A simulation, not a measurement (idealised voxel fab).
The following is a process module called voxel capacitor over wiring.
Cross-section cut: width 220 nm, square cells of 5 nm.
Each cross-section below is a grid of square cells, stated as bands in top-down order, with one or more rows of cells making up each band.
First you get the band's top height and its bottom height, in nm, and then the materials it's made of, left to right, with each width in nm. If you see a single material with "all across", that one covers the band edge to edge. "blank" is empty space.
Counting heights begins at 0, where everything beneath is, in the wafer as received, one material. The lowest band has no bottom; it goes on downwards, as "0 down" shows.
Width "30 to 40": first value at the band's top row of cells, second value at its bottom row, equal change from row to row.
You'll sometimes find "identical to before" written for a step, and that's the way of saying that nowhere in the cross-section did a cell change during that step.
Listed in "Sealed void inventory": every empty space of 8 or more cells without an open way to the top. Form: width x height at distance, the distance being from the left edge, all in nm.
Where a step's line continues beyond its settings, the continuation is a remark by the simulator itself on that step.
overlay nm: how far to the right of its planned place the mask lay on this masked step (negative: to the left).

### The following list gives the planned process steps
1 op RECEIVE | material Si
2 op CONFORMAL_DEP | material SiO2 | thk nm 15
3 op DIRECTIONAL_DEP | material TiN | thk nm 5
4 op DIRECTIONAL_DEP | material W | thk nm 20
5 op DIRECTIONAL_DEP | material aC | thk nm 10
6 op PATTERN | tone cover | mask id METAL_1 | material resist | width nm 20 | pitch nm 70 | thk nm 30 | overlay nm 0
7 op DIRECTIONAL_ETCH | etch materials aC | depth nm 10
8 op STRIP | etch materials resist
9 op DIRECTIONAL_ETCH | etch materials W | depth nm 20
10 op DIRECTIONAL_ETCH | etch materials TiN | depth nm 5
11 op STRIP | etch materials aC
12 op CONFORMAL_DEP | material SiCN | thk nm 5
13 op FILL_DEP | material lowk | thk nm 5
14 op CMP | height nm 40
15 op CONFORMAL_DEP | material SiCN | thk nm 5
16 op DIRECTIONAL_DEP | material lowk | thk nm 20
17 op PATTERN | tone open | mask id PLUG_1 | material resist | width nm 15 | thk nm 20 | overlay nm 0
18 op DIRECTIONAL_ETCH | etch materials lowk | depth nm 20
19 op DIRECTIONAL_ETCH | etch materials SiCN | depth nm 5
20 op STRIP | etch materials resist
21 op CONFORMAL_DEP | material TiN | thk nm 5
22 op FILL_DEP | material Ru | thk nm 5
23 op CMP | height nm 65
24 op DIRECTIONAL_DEP | material TiN | thk nm 10
25 op DIRECTIONAL_DEP | material HfO2 | thk nm 5
26 op DIRECTIONAL_DEP | material TiN | thk nm 10
27 op PATTERN | tone cover | mask id UPPER_PLATE | material resist | width nm 55 | thk nm 15 | overlay nm 0
28 op DIRECTIONAL_ETCH | etch materials TiN | depth nm 10
29 op DIRECTIONAL_ETCH | etch materials HfO2 | depth nm 5
30 op STRIP | etch materials resist
31 op PATTERN | tone cover | mask id LOWER_PLATE | material resist | width nm 65 | thk nm 15 | overlay nm 0
32 op DIRECTIONAL_ETCH | etch materials TiN | depth nm 10
33 op STRIP | etch materials resist
34 op FILL_DEP | material SiO2 | thk nm 15
35 op CMP | height nm 100
36 op DIRECTIONAL_DEP | material aC | thk nm 15
37 op PATTERN | tone open | mask id PLUG_2 | material resist | width nm 15 | thk nm 30 | overlay nm 0
38 op DIRECTIONAL_ETCH | etch materials aC | depth nm 15
39 op STRIP | etch materials resist
40 op DIRECTIONAL_ETCH | etch materials SiO2 | depth nm 10
41 op STRIP | etch materials aC
42 op CONFORMAL_DEP | material TiN | thk nm 5
43 op FILL_DEP | material Cu | thk nm 10
44 op CMP | height nm 100
45 op CONFORMAL_DEP | material SiN | thk nm 5

### This is the cross-section of the wafer as we received it, i.e. after step 1
* 0 down | Si all across
* Sealed void inventory: none

### End-of-module cross-section of the first of two wafers, processed as planned
* 105 to 100 | SiN all across
* 100 to 95 | SiO2 (80) | TiN (5) | Cu (5) | TiN (5) | SiO2 (125)
* 95 to 90 | SiO2 (80) | TiN (15) | SiO2 (125)
* 90 to 80 | SiO2 (70) | TiN (55) | SiO2 (95)
* 80 to 75 | SiO2 (70) | HfO2 (55) | SiO2 (95)
* 75 to 65 | SiO2 (65) | TiN (65) | SiO2 (90)
* 65 to 45 | lowk (70) | TiN (5) | Ru (5) | TiN (5) | lowk (135)
* 45 to 40 | SiCN (70) | TiN (15) | SiCN (135)
* 40 to 20 | lowk (60) | SiCN (5) | W (20) | SiCN (5) | lowk (40) | SiCN (5) | W (20) | SiCN (5) | lowk (60)
* 20 to 15 | SiCN (65) | TiN (20) | SiCN (50) | TiN (20) | SiCN (65)
* 15 to 0 | SiO2 all across
* 0 down | Si all across
* Sealed void inventory: none

### Second wafer of the two, sectioned at the end of the module. It began like the first and followed the same plan, but one mistake was made while running it
* 105 to 100 | SiN all across
* 100 to 95 | Cu (75) | TiN (5) | SiO2 (15) | TiN (5) | Cu (120)
* 95 to 90 | TiN (80) | SiO2 (15) | TiN (125)
* 90 to 80 | SiO2 (70) | TiN (55) | SiO2 (95)
* 80 to 75 | SiO2 (70) | HfO2 (55) | SiO2 (95)
* 75 to 65 | SiO2 (65) | TiN (65) | SiO2 (90)
* 65 to 45 | lowk (70) | TiN (5) | Ru (5) | TiN (5) | lowk (135)
* 45 to 40 | SiCN (70) | TiN (15) | SiCN (135)
* 40 to 20 | lowk (60) | SiCN (5) | W (20) | SiCN (5) | lowk (40) | SiCN (5) | W (20) | SiCN (5) | lowk (60)
* 20 to 15 | SiCN (65) | TiN (20) | SiCN (50) | TiN (20) | SiCN (65)
* 15 to 0 | SiO2 all across
* 0 down | Si all across
* Sealed void inventory: none
Misprocessing identified: not per plan at step 37, really ran op PATTERN | tone cover | mask id PLUG_2 | material resist | width nm 15 | thk nm 30 | overlay nm 0
Count the cells at the end and the second wafer has more or fewer of some materials than the first: Cu +38; SiO2 -76; TiN +38
